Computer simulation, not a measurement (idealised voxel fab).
Process module, titled voxel wiring stack
cross-section cut | 205 nm wide | cells 5 nm
Reading order for cross-sections: top band down to bottom band. Underlying form: a grid of square cells. Band size: one or more rows of cells.
Top, bottom (nm), then materials left to right with widths (nm); lone material tagged "all across" fills the whole band edge to edge; "air" = empty space.
Below 0: as-received wafer, all one material; heights counted from there. Lowest band: no bottom, goes on down, written "0 and below".
When a width is written as two numbers, as in "30..40", the first number is the width in the top row of cells of the band and the second is the width in its bottom row, and the width changes by the same amount from each row to the next.
Step note "nothing got changed" = no cross-section cell changed.
What "Sealed cavities" gives you is every empty space of 8 cells or more that is cut off from the top. Each appears as width x height at distance, with the distance taken from the left edge and width, height and distance all in nm.
On each step's line, the part that comes after the settings is the simulator's own comment on the step.
Steps that use a mask can have "overlay nm" on their line. It says how far the mask sat to the right of where it was meant to be. Negative means to the left.

### The planned process steps are enumerated hereunder
1: RECEIVE | material Si
2: CONFORMAL_DEP | material SiO2 | thk nm 10
3: DIRECTIONAL_DEP | material TiN | thk nm 5
4: DIRECTIONAL_DEP | material W | thk nm 25
5: DIRECTIONAL_DEP | material aC | thk nm 15
6: PATTERN | tone cover | mask id METAL_1 | material resist | width nm 20 | pitch nm 40 | thk nm 35 | overlay nm 0
7: DIRECTIONAL_ETCH | etch materials aC | depth nm 15
8: STRIP | etch materials resist
9: DIRECTIONAL_ETCH | etch materials W | depth nm 25
10: DIRECTIONAL_ETCH | etch materials TiN | depth nm 5
11: STRIP | etch materials aC
12: FILL_DEP | material SiO2 | thk nm 5
13: CMP | height nm 40
14: CONFORMAL_DEP | material SiCN | thk nm 5
15: DIRECTIONAL_DEP | material SiO2 | thk nm 30
16: MASKED_ETCH | tone open | mask id METAL_2_HOLES | width nm 15 | pitch nm 40 | etch materials SiO2 | depth nm 30 | overlay nm 0
17: MASKED_ETCH | tone open | mask id METAL_2 | width nm 20 | pitch nm 40 | etch materials SiO2 | depth nm 20 | overlay nm 0
18: MASKED_ETCH | tone open | mask id METAL_2 | width nm 20 | pitch nm 40 | etch materials SiCN | depth nm 5 | overlay nm 0
19: CONFORMAL_DEP | material TiN | thk nm 5
20: FILL_DEP | material Ru | thk nm 5
21: CMP | height nm 75
22: CONFORMAL_DEP | material SiCN | thk nm 5
23: DIRECTIONAL_DEP | material SiO2 | thk nm 20
24: MASKED_ETCH | tone open | mask id PLUG_2 | width nm 15 | pitch nm 80 | etch materials SiO2 | depth nm 20 | overlay nm 0
25: MASKED_ETCH | tone open | mask id PLUG_2 | width nm 15 | pitch nm 80 | etch materials SiCN | depth nm 5 | overlay nm 0
26: CONFORMAL_DEP | material TiN | thk nm 5
27: FILL_DEP | material W | thk nm 10
28: CMP | height nm 100
29: CONFORMAL_DEP | material SiN | thk nm 5
30: DIRECTIONAL_DEP | material lowk | thk nm 20
31: MASKED_ETCH | tone open | mask id METAL_3 | width nm 20 | pitch nm 40 | etch materials lowk | depth nm 20 | overlay nm 0
32: MASKED_ETCH | tone open | mask id METAL_3 | width nm 20 | pitch nm 40 | etch materials SiN | depth nm 5 | overlay nm 0
33: CONFORMAL_DEP | material TiN | thk nm 5
34: FILL_DEP | material Cu | thk nm 5
35: CMP | height nm 125
36: CONFORMAL_DEP | material SiCN | thk nm 5

### Cross-section of the wafer upon arrival, representing the state reached after step 1
* 0 and below | Si all across
* Sealed cavities: none

### Here's the cross-section of the first of our two wafers at the end of the module - it ran as planned
* 130 down to 125 | SiCN all across
* 125 down to 105 | 30 nm lowk / 5 nm TiN / 10 nm Cu / 5 nm TiN / 20 nm lowk / 5 nm TiN / 10 nm Cu / 5 nm TiN / 20 nm lowk / 5 nm TiN / 10 nm Cu / 5 nm TiN / 20 nm lowk / 5 nm TiN / 10 nm Cu / 5 nm TiN / 35 nm lowk
* 105 down to 100 | 30 nm SiN / 20 nm TiN / 20 nm SiN / 20 nm TiN / 20 nm SiN / 20 nm TiN / 20 nm SiN / 20 nm TiN / 35 nm SiN
* 100 down to 80 | 30 nm SiO2 / 5 nm TiN / 5 nm W / 5 nm TiN / 65 nm SiO2 / 5 nm TiN / 5 nm W / 5 nm TiN / 80 nm SiO2
* 80 down to 75 | 30 nm SiCN / 15 nm TiN / 65 nm SiCN / 15 nm TiN / 80 nm SiCN
* 75 down to 60 | 30 nm SiO2 / 5 nm TiN / 10 nm Ru / 5 nm TiN / 20 nm SiO2 / 5 nm TiN / 10 nm Ru / 5 nm TiN / 20 nm SiO2 / 5 nm TiN / 10 nm Ru / 5 nm TiN / 20 nm SiO2 / 5 nm TiN / 10 nm Ru / 5 nm TiN / 35 nm SiO2
* 60 down to 55 | 30 nm SiO2 / 5 nm TiN / 5 nm Ru / 10 nm TiN / 20 nm SiO2 / 5 nm TiN / 5 nm Ru / 10 nm TiN / 20 nm SiO2 / 5 nm TiN / 5 nm Ru / 10 nm TiN / 20 nm SiO2 / 5 nm TiN / 5 nm Ru / 10 nm TiN / 35 nm SiO2
* 55 down to 45 | 30 nm SiO2 / 5 nm TiN / 5 nm Ru / 5 nm TiN / 25 nm SiO2 / 5 nm TiN / 5 nm Ru / 5 nm TiN / 25 nm SiO2 / 5 nm TiN / 5 nm Ru / 5 nm TiN / 25 nm SiO2 / 5 nm TiN / 5 nm Ru / 5 nm TiN / 40 nm SiO2
* 45 down to 40 | 30 nm SiCN / 15 nm TiN / 25 nm SiCN / 15 nm TiN / 25 nm SiCN / 15 nm TiN / 25 nm SiCN / 15 nm TiN / 40 nm SiCN
* 40 down to 15 | 30 nm SiO2 / 20 nm W / 20 nm SiO2 / 20 nm W / 20 nm SiO2 / 20 nm W / 20 nm SiO2 / 20 nm W / 35 nm SiO2
* 15 down to 10 | 30 nm SiO2 / 20 nm TiN / 20 nm SiO2 / 20 nm TiN / 20 nm SiO2 / 20 nm TiN / 20 nm SiO2 / 20 nm TiN / 35 nm SiO2
* 10 down to 0 | SiO2 all across
* 0 and below | Si all across
* Sealed cavities: none

### Module end: cross-section of wafer two of two. Same start and process plan as the first wafer. One mistake during execution
* 130 down to 125 | SiCN all across
* 125 down to 120 | 30 nm SiN / 20 nm TiN / 20 nm SiN / 20 nm TiN / 20 nm SiN / 20 nm TiN / 20 nm SiN / 20 nm TiN / 35 nm SiN
* 120 down to 100 | SiN all across
* 100 down to 80 | 30 nm SiO2 / 5 nm TiN / 5 nm W / 5 nm TiN / 65 nm SiO2 / 5 nm TiN / 5 nm W / 5 nm TiN / 80 nm SiO2
* 80 down to 75 | 30 nm SiCN / 15 nm TiN / 65 nm SiCN / 15 nm TiN / 80 nm SiCN
* 75 down to 60 | 30 nm SiO2 / 5 nm TiN / 10 nm Ru / 5 nm TiN / 20 nm SiO2 / 5 nm TiN / 10 nm Ru / 5 nm TiN / 20 nm SiO2 / 5 nm TiN / 10 nm Ru / 5 nm TiN / 20 nm SiO2 / 5 nm TiN / 10 nm Ru / 5 nm TiN / 35 nm SiO2
* 60 down to 55 | 30 nm SiO2 / 5 nm TiN / 5 nm Ru / 10 nm TiN / 20 nm SiO2 / 5 nm TiN / 5 nm Ru / 10 nm TiN / 20 nm SiO2 / 5 nm TiN / 5 nm Ru / 10 nm TiN / 20 nm SiO2 / 5 nm TiN / 5 nm Ru / 10 nm TiN / 35 nm SiO2
* 55 down to 45 | 30 nm SiO2 / 5 nm TiN / 5 nm Ru / 5 nm TiN / 25 nm SiO2 / 5 nm TiN / 5 nm Ru / 5 nm TiN / 25 nm SiO2 / 5 nm TiN / 5 nm Ru / 5 nm TiN / 25 nm SiO2 / 5 nm TiN / 5 nm Ru / 5 nm TiN / 40 nm SiO2
* 45 down to 40 | 30 nm SiCN / 15 nm TiN / 25 nm SiCN / 15 nm TiN / 25 nm SiCN / 15 nm TiN / 25 nm SiCN / 15 nm TiN / 40 nm SiCN
* 40 down to 15 | 30 nm SiO2 / 20 nm W / 20 nm SiO2 / 20 nm W / 20 nm SiO2 / 20 nm W / 20 nm SiO2 / 20 nm W / 35 nm SiO2
* 15 down to 10 | 30 nm SiO2 / 20 nm TiN / 20 nm SiO2 / 20 nm TiN / 20 nm SiO2 / 20 nm TiN / 20 nm SiO2 / 20 nm TiN / 35 nm SiO2
* 10 down to 0 | SiO2 all across
* 0 and below | Si all across
* Sealed cavities: none
It is concluded that the wafer was processed incorrectly with respect to the plan, in that so step 30 ended up running with a different setting than we planned, it ran as DIRECTIONAL_DEP | material SiN | thk nm 20
Cell-count delta at end, second wafer over first, by material: Cu -32; SiN +164; TiN -32; lowk -100
